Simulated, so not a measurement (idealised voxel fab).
process module | voxel self aligned vias
cross-section cut | 300 nm wide | cells 5 nm
A cross-section is a grid of square cells, given in bands from the top down. A band is one or more rows of cells.
Each band's line starts with the height of the band's top and of its bottom, in nm. Then come its materials from left to right, each with its width in nm. One material with "throughout" fills the band from edge to edge. "air" is empty space.
Height 0 is the level under which the wafer as received is all one material. The lowest band goes on downwards, as in "0 down".
A width such as "30 to 40" changes by the same amount from each row of cells to the next, from the band's top row to its bottom row.
"no change" after a step means that no cell of the cross-section changed.
closed voids: empty space of 8 cells or more with no open way to the top, each as width x height at its distance from the left edge, in nm
after a step's settings: what the simulator itself notes on the step
overlay nm, on a step with a mask: how far to the right of its planned place the mask lay; to the left if negative
plan
1 op RECEIVE | material Si
2 op CONFORMAL_DEP | material SiO2 | thk nm 10
3 op CONFORMAL_DEP | material SiCN | thk nm 5
4 op DIRECTIONAL_DEP | material SiO2 | thk nm 30
5 op DIRECTIONAL_DEP | material aC | thk nm 15
6 op PATTERN | tone open | mask id LINES | material resist | width nm 20 | pitch nm 55 | thk nm 30 | overlay nm 0
7 op DIRECTIONAL_ETCH | etch materials aC | depth nm 15
8 op STRIP | etch materials resist
9 op DIRECTIONAL_ETCH | etch materials SiO2 | depth nm 30
10 op STRIP | etch materials aC
11 op CONFORMAL_DEP | material TiN | thk nm 5
12 op FILL_DEP | material Ru | thk nm 10
13 op CMP | height nm 45
14 op SELECTIVE_ETCH | etch materials W Ru TiN | depth nm 5
15 op FILL_DEP | material SiN | thk nm 5
16 op CMP | height nm 45
17 op DIRECTIONAL_DEP | material SiO2 | thk nm 15
18 op MASKED_ETCH | tone open | mask id VIAS | width nm 30 | pitch nm 55 | etch materials SiO2 | depth nm 15 | overlay nm 0
19 op MASKED_ETCH | tone open | mask id VIAS | width nm 30 | pitch nm 55 | etch materials SiN | depth nm 5 | overlay nm 0
20 op CONFORMAL_DEP | material TiN | thk nm 5
21 op FILL_DEP | material Cu | thk nm 5
22 op CMP | height nm 60
23 op CONFORMAL_DEP | material SiCN | thk nm 5
first wafer, as planned
as received, after step 1
  0 down: Si throughout
  closed voids: none
after step 2
  10 to 0: SiO2 throughout
  below 0: unchanged
after step 3
  15 to 10: SiCN throughout
  below 10: unchanged
after step 4
  45 to 15: SiO2 throughout
  below 15: unchanged
after step 5
  60 to 45: aC throughout
  below 45: unchanged
after step 6
  90 to 60: resist 85 | air 20 | resist 35 | air 20 | resist 35 | air 20 | resist 85
  below 60: unchanged
after step 7
  75 to 60: resist 85 | air 20 | resist 35 | air 20 | resist 35 | air 20 | resist 85
  60 to 45: aC 85 | air 20 | aC 35 | air 20 | aC 35 | air 20 | aC 85
  below 45: unchanged
after step 8
  60 to 45: aC 85 | air 20 | aC 35 | air 20 | aC 35 | air 20 | aC 85
  below 45: unchanged
after step 9
  60 to 45: aC 85 | air 20 | aC 35 | air 20 | aC 35 | air 20 | aC 85
  45 to 15: SiO2 85 | air 20 | SiO2 35 | air 20 | SiO2 35 | air 20 | SiO2 85
  below 15: unchanged
after step 10
  45 to 15: SiO2 85 | air 20 | SiO2 35 | air 20 | SiO2 35 | air 20 | SiO2 85
  below 15: unchanged
after step 11
  50 to 45: TiN 90 | air 10 | TiN 45 | air 10 | TiN 45 | air 10 | TiN 90
  45 to 20: SiO2 85 | TiN 5 | air 10 | TiN 5 | SiO2 35 | TiN 5 | air 10 | TiN 5 | SiO2 35 | TiN 5 | air 10 | TiN 5 | SiO2 85
  20 to 15: SiO2 85 | TiN 20 | SiO2 35 | TiN 20 | SiO2 35 | TiN 20 | SiO2 85
  below 15: unchanged
after step 12
  60 to 50: Ru throughout
  50 to 45: TiN 90 | Ru 10 | TiN 45 | Ru 10 | TiN 45 | Ru 10 | TiN 90
  45 to 20: SiO2 85 | TiN 5 | Ru 10 | TiN 5 | SiO2 35 | TiN 5 | Ru 10 | TiN 5 | SiO2 35 | TiN 5 | Ru 10 | TiN 5 | SiO2 85
  below 20: unchanged
after step 13
  45 to 20: SiO2 85 | TiN 5 | Ru 10 | TiN 5 | SiO2 35 | TiN 5 | Ru 10 | TiN 5 | SiO2 35 | TiN 5 | Ru 10 | TiN 5 | SiO2 85
  below 20: unchanged
after step 14
  45 to 40: SiO2 85 | air 20 | SiO2 35 | air 20 | SiO2 35 | air 20 | SiO2 85
  below 40: unchanged
after step 15
  50 to 45: SiN throughout
  45 to 40: SiO2 85 | SiN 20 | SiO2 35 | SiN 20 | SiO2 35 | SiN 20 | SiO2 85
  below 40: unchanged
after step 16
  45 to 40: SiO2 85 | SiN 20 | SiO2 35 | SiN 20 | SiO2 35 | SiN 20 | SiO2 85
  below 40: unchanged
after step 17
  60 to 45: SiO2 throughout
  below 45: unchanged
after step 18
  60 to 45: SiO2 80 | air 30 | SiO2 25 | air 30 | SiO2 25 | air 30 | SiO2 80
  below 45: unchanged
after step 19
  60 to 45: SiO2 80 | air 30 | SiO2 25 | air 30 | SiO2 25 | air 30 | SiO2 80
  45 to 40: SiO2 85 | air 20 | SiO2 35 | air 20 | SiO2 35 | air 20 | SiO2 85
  below 40: unchanged
after step 20
  65 to 60: TiN 85 | air 20 | TiN 35 | air 20 | TiN 35 | air 20 | TiN 85
  60 to 50: SiO2 80 | TiN 5 | air 20 | TiN 5 | SiO2 25 | TiN 5 | air 20 | TiN 5 | SiO2 25 | TiN 5 | air 20 | TiN 5 | SiO2 80
  50 to 45: SiO2 80 | TiN 10 | air 10 | TiN 10 | SiO2 25 | TiN 10 | air 10 | TiN 10 | SiO2 25 | TiN 10 | air 10 | TiN 10 | SiO2 80
  45 to 40: SiO2 85 | TiN 20 | SiO2 35 | TiN 20 | SiO2 35 | TiN 20 | SiO2 85
  below 40: unchanged
after step 21
  70 to 65: Cu throughout
  65 to 60: TiN 85 | Cu 20 | TiN 35 | Cu 20 | TiN 35 | Cu 20 | TiN 85
  60 to 50: SiO2 80 | TiN 5 | Cu 20 | TiN 5 | SiO2 25 | TiN 5 | Cu 20 | TiN 5 | SiO2 25 | TiN 5 | Cu 20 | TiN 5 | SiO2 80
  50 to 45: SiO2 80 | TiN 10 | Cu 10 | TiN 10 | SiO2 25 | TiN 10 | Cu 10 | TiN 10 | SiO2 25 | TiN 10 | Cu 10 | TiN 10 | SiO2 80
  below 45: unchanged
after step 22
  60 to 50: SiO2 80 | TiN 5 | Cu 20 | TiN 5 | SiO2 25 | TiN 5 | Cu 20 | TiN 5 | SiO2 25 | TiN 5 | Cu 20 | TiN 5 | SiO2 80
  below 50: unchanged
after step 23
  65 to 60: SiCN throughout
  below 60: unchanged
second wafer: like start, like plan, one mistake. Through step 5 it matches the first wafer
when step 6 should have ended
  90 to 60: resist 90 | air 15 | resist 40 | air 15 | resist 40 | air 15 | resist 85
  below 60: unchanged
when step 7 should have ended
  75 to 60: resist 90 | air 15 | resist 40 | air 15 | resist 40 | air 15 | resist 85
  60 to 45: aC 90 | air 15 | aC 40 | air 15 | aC 40 | air 15 | aC 85
  below 45: unchanged
when step 8 should have ended
  60 to 45: aC 90 | air 15 | aC 40 | air 15 | aC 40 | air 15 | aC 85
  below 45: unchanged
when step 9 should have ended
  60 to 45: aC 90 | air 15 | aC 40 | air 15 | aC 40 | air 15 | aC 85
  45 to 15: SiO2 90 | air 15 | SiO2 40 | air 15 | SiO2 40 | air 15 | SiO2 85
  below 15: unchanged
when step 10 should have ended
  45 to 15: SiO2 90 | air 15 | SiO2 40 | air 15 | SiO2 40 | air 15 | SiO2 85
  below 15: unchanged
when step 11 should have ended
  50 to 45: TiN 95 | air 5 | TiN 50 | air 5 | TiN 50 | air 5 | TiN 90
  45 to 20: SiO2 90 | TiN 5 | air 5 | TiN 5 | SiO2 40 | TiN 5 | air 5 | TiN 5 | SiO2 40 | TiN 5 | air 5 | TiN 5 | SiO2 85
  20 to 15: SiO2 90 | TiN 15 | SiO2 40 | TiN 15 | SiO2 40 | TiN 15 | SiO2 85
  below 15: unchanged
when step 12 should have ended
  60 to 50: Ru throughout
  50 to 45: TiN 95 | Ru 5 | TiN 50 | Ru 5 | TiN 50 | Ru 5 | TiN 90
  45 to 20: SiO2 90 | TiN 5 | Ru 5 | TiN 5 | SiO2 40 | TiN 5 | Ru 5 | TiN 5 | SiO2 40 | TiN 5 | Ru 5 | TiN 5 | SiO2 85
  below 20: unchanged
when step 13 should have ended
  45 to 20: SiO2 90 | TiN 5 | Ru 5 | TiN 5 | SiO2 40 | TiN 5 | Ru 5 | TiN 5 | SiO2 40 | TiN 5 | Ru 5 | TiN 5 | SiO2 85
  below 20: unchanged
when step 14 should have ended
  45 to 40: SiO2 90 | air 15 | SiO2 40 | air 15 | SiO2 40 | air 15 | SiO2 85
  below 40: unchanged
when step 15 should have ended
  50 to 45: SiN throughout
  45 to 40: SiO2 90 | SiN 15 | SiO2 40 | SiN 15 | SiO2 40 | SiN 15 | SiO2 85
  below 40: unchanged
when step 16 should have ended
  45 to 40: SiO2 90 | SiN 15 | SiO2 40 | SiN 15 | SiO2 40 | SiN 15 | SiO2 85
  below 40: unchanged
when step 17 should have ended
  60 to 45: SiO2 throughout
  below 45: unchanged
when step 18 should have ended
  60 to 45: SiO2 80 | air 30 | SiO2 25 | air 30 | SiO2 25 | air 30 | SiO2 80
  below 45: unchanged
when step 19 should have ended
  60 to 45: SiO2 80 | air 30 | SiO2 25 | air 30 | SiO2 25 | air 30 | SiO2 80
  45 to 40: SiO2 90 | air 15 | SiO2 40 | air 15 | SiO2 40 | air 15 | SiO2 85
  below 40: unchanged
when step 20 should have ended
  65 to 60: TiN 85 | air 20 | TiN 35 | air 20 | TiN 35 | air 20 | TiN 85
  60 to 50: SiO2 80 | TiN 5 | air 20 | TiN 5 | SiO2 25 | TiN 5 | air 20 | TiN 5 | SiO2 25 | TiN 5 | air 20 | TiN 5 | SiO2 80
  50 to 45: SiO2 80 | TiN 15 | air 5 | TiN 10 | SiO2 25 | TiN 15 | air 5 | TiN 10 | SiO2 25 | TiN 15 | air 5 | TiN 10 | SiO2 80
  45 to 40: SiO2 90 | TiN 15 | SiO2 40 | TiN 15 | SiO2 40 | TiN 15 | SiO2 85
  below 40: unchanged
when step 21 should have ended
  70 to 65: Cu throughout
  65 to 60: TiN 85 | Cu 20 | TiN 35 | Cu 20 | TiN 35 | Cu 20 | TiN 85
  60 to 50: SiO2 80 | TiN 5 | Cu 20 | TiN 5 | SiO2 25 | TiN 5 | Cu 20 | TiN 5 | SiO2 25 | TiN 5 | Cu 20 | TiN 5 | SiO2 80
  50 to 45: SiO2 80 | TiN 15 | Cu 5 | TiN 10 | SiO2 25 | TiN 15 | Cu 5 | TiN 10 | SiO2 25 | TiN 15 | Cu 5 | TiN 10 | SiO2 80
  below 45: unchanged
when step 22 should have ended
  60 to 50: SiO2 80 | TiN 5 | Cu 20 | TiN 5 | SiO2 25 | TiN 5 | Cu 20 | TiN 5 | SiO2 25 | TiN 5 | Cu 20 | TiN 5 | SiO2 80
  below 50: unchanged
when step 23 should have ended
  65 to 60: SiCN throughout
  below 60: unchanged
what went wrong: step 6 ran as: op PATTERN | tone open | mask id LINES | material resist | width nm 15 | pitch nm 55 | thk nm 30 | overlay nm 0
at the end the second wafer has, in cells: 3 fewer of Cu | 12 fewer of Ru | 18 more of SiO2 | 3 fewer of TiN
